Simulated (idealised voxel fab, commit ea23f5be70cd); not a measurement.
Herein follows the process module entitled voxel ribs on slabs.
FYI the section here is cut, 250 nm wide, cells are 5 nm squares.
A cross-section is a grid of square cells, given in bands from the top down. A band is one or more rows of cells.
Read a band's entry like this: the first values are the height of its top and the height of its bottom in nm, and what follows is the sequence of materials from left to right, each with its width in nm. Note that "empty" is empty space, and that a single material marked "throughout" reaches across the band from edge to edge.
Measure heights from 0. That's the level where, below it, the as-received wafer is all one material. The lowest band is bottomless and extends downward; write it as in "0 down".
It should be noted that a width expressed as "30 to 40" varies in equal increments from row to row of cells within the band, taking the value of the first number at the top row and that of the second number at the bottom row.
"identical to before" -> step changed no cross-section cell.
"Enclosed internal voids" contains a list of empty spaces, each no smaller than 8 cells and without an open way to the top, written in the form width x height at distance with the distance from the left edge and all three in nm.
The remark found on a step's line after its settings is issued by the simulator itself and pertains to that step.
"overlay nm", when on a step's line for a step with a mask, measures how far to the right of its planned place the mask lay; a negative measure means to the left.

Process steps - plan
1: RECEIVE [material Si]
2: DIRECTIONAL_DEP [material SiO2] [thk nm 30]
3: DIRECTIONAL_DEP [material SiN] [thk nm 15]
4: PATTERN [tone cover] [mask id RIB] [material resist] [width nm 25] [thk nm 15] [overlay nm 0]
5: DIRECTIONAL_ETCH [etch materials SiN] [depth nm 5]
6: STRIP [etch materials resist]
7: MASKED_ETCH [tone cover] [mask id SLAB] [width nm 55] [etch materials SiN] [depth nm 10] [overlay nm 0]
8: FILL_DEP [material SiO2] [thk nm 20]
9: CMP [height nm 60]
10: DIRECTIONAL_DEP [material W] [thk nm 5]
11: MASKED_ETCH [tone cover] [mask id HEATER] [width nm 35] [etch materials W] [depth nm 5] [overlay nm 0]
12: CONFORMAL_DEP [material SiN] [thk nm 5]
The thk nm used in step 12 is not the same on every wafer, whereas the starting condition is; the value printed in the plan is the first wafer's.

As-received state after step 1, first of several wafers, cross-section
0 down | Si throughout
Enclosed internal voids: none

wafer rows; end of module; cells per material since receipt: (+) gained, (-) lost; then closed voids
thk nm 5, +79 SiN, +573 SiO2, +7 W, Enclosed internal voids: none
thk nm 10, +131 SiN, +573 SiO2, +7 W, Enclosed internal voids: none
thk nm 15, +183 SiN, +573 SiO2, +7 W, Enclosed internal voids: none
thk nm 20, +235 SiN, +573 SiO2, +7 W, Enclosed internal voids: none
thk nm 25, +287 SiN, +573 SiO2, +7 W, Enclosed internal voids: none
